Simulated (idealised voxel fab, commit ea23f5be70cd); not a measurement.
process module | voxel released beams
cross-section cut | 250 nm wide | cells 5 nm
A cross-section is a grid of square cells, given in bands from the top down. A band is one or more rows of cells.
Each band's line starts with the height of the band's top and of its bottom, in nm. Then come its materials from left to right, each with its width in nm. One material with "throughout" fills the band from edge to edge. "air" is empty space.
Height 0 is the level under which the wafer as received is all one material. The lowest band goes on downwards, as in "0 down".
A width such as "30 to 40" changes by the same amount from each row of cells to the next, from the band's top row to its bottom row.
"no change" after a step means that no cell of the cross-section changed.
closed voids: empty space of 8 cells or more with no open way to the top, each as width x height at its distance from the left edge, in nm
after a step's settings: what the simulator itself notes on the step
overlay nm, on a step with a mask: how far to the right of its planned place the mask lay; to the left if negative
plan
1 op RECEIVE | material Si
2 op CONFORMAL_DEP | material SiN | thk nm 10
3 op DIRECTIONAL_DEP | material SiO2 | thk nm 15
4 op MASKED_ETCH | tone open | mask id ANCHOR | width nm 35 | etch materials SiO2 | depth nm 15 | overlay nm 0
5 op CONFORMAL_DEP | material W | thk nm 15
6 op PATTERN | tone cover | mask id BEAM | material resist | width nm 110 | thk nm 15 | overlay nm 0
7 op DIRECTIONAL_ETCH | etch materials W | depth nm 15
8 op STRIP | etch materials resist
9 op STRIP | etch materials SiO2
as received, after step 1
  0 down: Si throughout
  closed voids: none
first wafer at the end, as planned
  40 to 25: air 65 | W 20 | air 5 | W 85 | air 75
  25 to 10: air 70 | W 35 | air 145
  10 to 0: SiN throughout
  0 down: Si throughout
  closed voids: none
second wafer at the end: like start, like plan, one mistake
  0 down: Si throughout
  closed voids: none
what went wrong: step 2 ran as: op CONFORMAL_DEP | material SiO2 | thk nm 10
at the end the second wafer has, in cells: 100 fewer of SiN | 84 fewer of W
